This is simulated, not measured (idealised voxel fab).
Process module heading - voxel released beams
Shown is cross-section cut, with a width of 185 nm and square cells of size 5 nm.
In what follows, cross-sections appear as grids of square cells, described through bands that run from the top down, where every band is one or more rows of cells.
Heights first: top, then bottom, in nm. Then materials, left to right, each with a width in nm. "full width" on a single material: fills the band edge to edge. "empty": empty space.
Basically, 0 is our baseline, since under it the wafer straight out of the box is all one material. The bottom band has no lower end and keeps on going down, so it looks like "0 down".
A width given as "30..40" starts at the first number in the band's top row and ends at the second number in its bottom row, shifting by an equal amount at every step from row to row.
What does "nothing different" mean for a step? It means no cell of the cross-section changed in that step.
Closed empty spaces (no open way to the top) of 8 cells or more are what "Closed void catalog" lists, each as width x height at distance from the left edge, nm for all three.
Note: text after step settings on the step line = simulator remark on that step.
The "overlay nm" setting may appear on a step's line; for a step that uses a mask, it gives how far to the right of its planned position the mask lay, and a negative value indicates the left.
The process steps that were planned are listed below
1. op RECEIVE | material Si
2. op CONFORMAL_DEP | material SiN | thk nm 5
3. op DIRECTIONAL_DEP | material SiO2 | thk nm 15
4. op MASKED_ETCH | tone open | mask id ANCHOR | width nm 20 | etch materials SiO2 | depth nm 15 | overlay nm 0
5. op CONFORMAL_DEP | material TiN | thk nm 10
6. op PATTERN | tone cover | mask id BEAM | material resist | width nm 105 | thk nm 20 | overlay nm 0
7. op DIRECTIONAL_ETCH | etch materials TiN | depth nm 10
8. op STRIP | etch materials resist
9. op STRIP | etch materials SiO2
Quick note for whoever runs this: the wafers start identical, but the width nm at step 4 isn't the same across them. The plan just shows what the first wafer had.
The as-received cross-section of the first of several wafers corresponds to the state after step 1
  0 down | Si full width
  Closed void catalog: none
After the module's final step, step 9: the first of several wafers in cross-section
  30 to 20 | 35 of empty; 105 of TiN; 45 of empty
  20 to 5 | 45 of empty; 20 of TiN; 120 of empty
  5 to 0 | SiN full width
  0 down | Si full width
  Closed void catalog: none
Sectional view of the last wafer upon completion of the module
  30 to 20 | 35 of empty; 10 of TiN; 25 of empty; 70 of TiN; 45 of empty
  20 to 15 | 35 of empty; 10 of TiN; 25 of empty; 10 of TiN; 105 of empty
  15 to 5 | 35 of empty; 45 of TiN; 105 of empty
  5 to 0 | SiN full width
  0 down | Si full width
  Closed void catalog: none
End of module, by wafer: material-by-material cell gain (+) or loss (-) since receipt, then closed voids
width nm 20, +37 SiN, +54 TiN, Closed void catalog: none
width nm 25, +37 SiN, +54 TiN, Closed void catalog: none
width nm 30, +37 SiN, +54 TiN, Closed void catalog: none
width nm 35, +37 SiN, +54 TiN, Closed void catalog: none
width nm 40, +37 SiN, +54 TiN, Closed void catalog: none
width nm 45, +37 SiN, +54 TiN, Closed void catalog: none
